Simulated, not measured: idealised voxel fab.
Process module name: voxel wiring stack
Xsec cut, 180 nm wide, square cell size 5 nm.
Cross-section format: a grid of square cells, given as bands from top to bottom; each band is one or more rows of cells.
For a band, the entry starts with two heights in nm, that of the top and then that of the bottom, and carries on with the band's materials in order from left to right, each alongside its width in nm; the word "full width" beside a single material means it fills the band edge to edge, and "empty" means empty space.
Counting heights begins at 0, where everything beneath is, in the wafer as received, one material. The lowest band has no bottom; it goes on downwards, as "0 nm and below" shows.
Note: "30 to 40" means the width goes from the first number (top row of the band) to the second number (bottom row) in equal steps per row of cells.
For the purposes of this document, the phrase "no change occurred" attached to a step denotes that no cell within the cross-section was modified by that step.
In the "Closed void table" entry, you get each enclosed empty space of 8 cells or more, one with no open way to the top, written width x height at distance, distance from the left edge, in nm.
On a step's line, text after the settings is the simulator commenting on that step.
"overlay nm" on a masked step: distance the mask lay right of its planned place, negative for left.

### Process steps (planned)
step 1: RECEIVE, material Si
step 2: CONFORMAL_DEP, material SiO2, thk nm 15
step 3: DIRECTIONAL_DEP, material TiN, thk nm 5
step 4: DIRECTIONAL_DEP, material W, thk nm 20
step 5: DIRECTIONAL_DEP, material aC, thk nm 10
step 6: PATTERN, tone cover, mask id METAL_1, material resist, width nm 30, pitch nm 60, thk nm 25, overlay nm 0
step 7: DIRECTIONAL_ETCH, etch materials aC, depth nm 10
step 8: STRIP, etch materials resist
step 9: DIRECTIONAL_ETCH, etch materials W, depth nm 20
step 10: DIRECTIONAL_ETCH, etch materials TiN, depth nm 5
step 11: STRIP, etch materials aC
step 12: FILL_DEP, material lowk, thk nm 5
step 13: CMP, height nm 40
step 14: CONFORMAL_DEP, material SiCN, thk nm 5
step 15: DIRECTIONAL_DEP, material SiO2, thk nm 20
step 16: DIRECTIONAL_DEP, material aC, thk nm 15
step 17: PATTERN, tone open, mask id PLUG_1, material resist, width nm 15, pitch nm 60, thk nm 35, overlay nm 0
step 18: DIRECTIONAL_ETCH, etch materials aC, depth nm 15
step 19: STRIP, etch materials resist
step 20: DIRECTIONAL_ETCH, etch materials SiO2, depth nm 20
step 21: DIRECTIONAL_ETCH, etch materials SiCN, depth nm 5
step 22: STRIP, etch materials aC
step 23: EPI, material Ru, thk nm 10
step 24: EPI, material Ru, thk nm 10
step 25: EPI, material Ru, thk nm 5
step 26: DIRECTIONAL_DEP, material TiN, thk nm 5
step 27: DIRECTIONAL_DEP, material Ru, thk nm 15
step 28: MASKED_ETCH, tone cover, mask id METAL_2, width nm 30, pitch nm 60, etch materials Ru, depth nm 15, overlay nm 0
step 29: MASKED_ETCH, tone cover, mask id METAL_2, width nm 30, pitch nm 60, etch materials TiN, depth nm 5, overlay nm 0
step 30: CONFORMAL_DEP, material SiCN, thk nm 5
step 31: FILL_DEP, material lowk, thk nm 5
step 32: CMP, height nm 85
step 33: CONFORMAL_DEP, material SiCN, thk nm 5
For clarity, it should be stated that the wafers under discussion commence in an identical condition and differ with respect to the overlay nm of step 17, the plan indicating the value that the first wafer had.

### The as-received cross-section of the first of several wafers corresponds to the state after step 1
  0 nm and below | Si full width
  Closed void table: none

### Take any row and you have a wafer at the end of the module: how many cells of each material it has gained (+) or lost (-) since it was received, and then its closed voids
overlay nm 0; +99 Ru; +99 SiCN; +216 SiO2; +36 TiN; +72 W; +126 lowk; Closed void table: none
overlay nm 5; +99 Ru; +99 SiCN; +216 SiO2; +36 TiN; +72 W; +126 lowk; Closed void table: none
overlay nm 10; +99 Ru; +99 SiCN; +216 SiO2; +36 TiN; +72 W; +126 lowk; Closed void table: none
overlay nm 15; +99 Ru; +99 SiCN; +216 SiO2; +36 TiN; +72 W; +126 lowk; Closed void table: none
